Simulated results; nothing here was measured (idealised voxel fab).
The name of this process module is voxel trench capacitor.
For reference, the cross-section in this document is cut, with width 225 nm and square cells of 5 nm.
A cross-section is a grid of square cells, given in bands from the top down. A band is one or more rows of cells.
Per band: top height and bottom height in nm, followed by the left-to-right materials and their widths in nm; "throughout" marks a single material spanning edge to edge, "blank" marks empty space.
Heights from 0 (as-received wafer is one material below). Bottom band endless downward, as "0 down".
With a width like "30->40", each row of cells in the band differs from the next by the same amount, the top row carrying the first number and the bottom row the second.
You'll sometimes find "remains unaltered" written for a step, and that's the way of saying that nowhere in the cross-section did a cell change during that step.
Entry "Closed internal voids". Content: empty spaces with no open connection to the top, size 8 cells or greater. Each: width x height at distance. Distance: from left edge. Unit: nm.
It should be noted that, on the line of a given step, the content following the step's settings is a remark produced by the simulator itself with respect to that step.
If you see "overlay nm" on a step's line and that step has a mask, it's telling you how far right of where it was planned the mask ended up; a negative number means it went left instead.

## Process steps foreseen in the plan
1. RECEIVE | material Si
2. CONFORMAL_DEP | material SiN | thk nm 5
3. PATTERN | tone open | mask id TRENCH | material resist | width nm 25 | pitch nm 45 | thk nm 15 | overlay nm 0
4. DIRECTIONAL_ETCH | etch materials SiN | depth nm 5
5. DIRECTIONAL_ETCH | etch materials Si | depth nm 40
6. STRIP | etch materials resist
7. CONFORMAL_DEP | material Al2O3 | thk nm 5
8. FILL_DEP | material polySi | thk nm 5
9. CMP | height nm 5

## Received-state cross-section, reflecting completion of step 1
- 0 down  Si throughout
- Closed internal voids: none

## Run as planned - first of the two wafers cross-sectioned at the end of the module
- 5 to 0  SiN (30); Al2O3 (5); polySi (15); Al2O3 (5); SiN (20); Al2O3 (5); polySi (15); Al2O3 (5); SiN (20); Al2O3 (5); polySi (15); Al2O3 (5); SiN (20); Al2O3 (5); polySi (15); Al2O3 (5); SiN (35)
- 0 to -35  Si (30); Al2O3 (5); polySi (15); Al2O3 (5); Si (20); Al2O3 (5); polySi (15); Al2O3 (5); Si (20); Al2O3 (5); polySi (15); Al2O3 (5); Si (20); Al2O3 (5); polySi (15); Al2O3 (5); Si (35)
- -35 to -40  Si (30); Al2O3 (25); Si (20); Al2O3 (25); Si (20); Al2O3 (25); Si (20); Al2O3 (25); Si (35)
- -40 down  Si throughout
- Closed internal voids: none

## So this is wafer number two of the two, cut at the end of the module - it started where the first did and had the same plan, we just got one thing wrong running it
- 5 to 0  SiN (35); Al2O3 (5); polySi (5); Al2O3 (5); SiN (30); Al2O3 (5); polySi (5); Al2O3 (5); SiN (30); Al2O3 (5); polySi (5); Al2O3 (5); SiN (30); Al2O3 (5); polySi (5); Al2O3 (5); SiN (40)
- 0 to -35  Si (35); Al2O3 (5); polySi (5); Al2O3 (5); Si (30); Al2O3 (5); polySi (5); Al2O3 (5); Si (30); Al2O3 (5); polySi (5); Al2O3 (5); Si (30); Al2O3 (5); polySi (5); Al2O3 (5); Si (40)
- -35 to -40  Si (35); Al2O3 (15); Si (30); Al2O3 (15); Si (30); Al2O3 (15); Si (30); Al2O3 (15); Si (40)
- -40 down  Si throughout
- Closed internal voids: none
What was done differently from what was planned? step 3: run off-plan, actual operation and settings PATTERN | tone open | mask id TRENCH | material resist | width nm 15 | pitch nm 45 | thk nm 15 | overlay nm 0
The final cell counts differ between the wafers, with the second having more or fewer of some materials than the first: Al2O3: 8 fewer, Si: 64 more, SiN: 8 more, polySi: 64 fewer
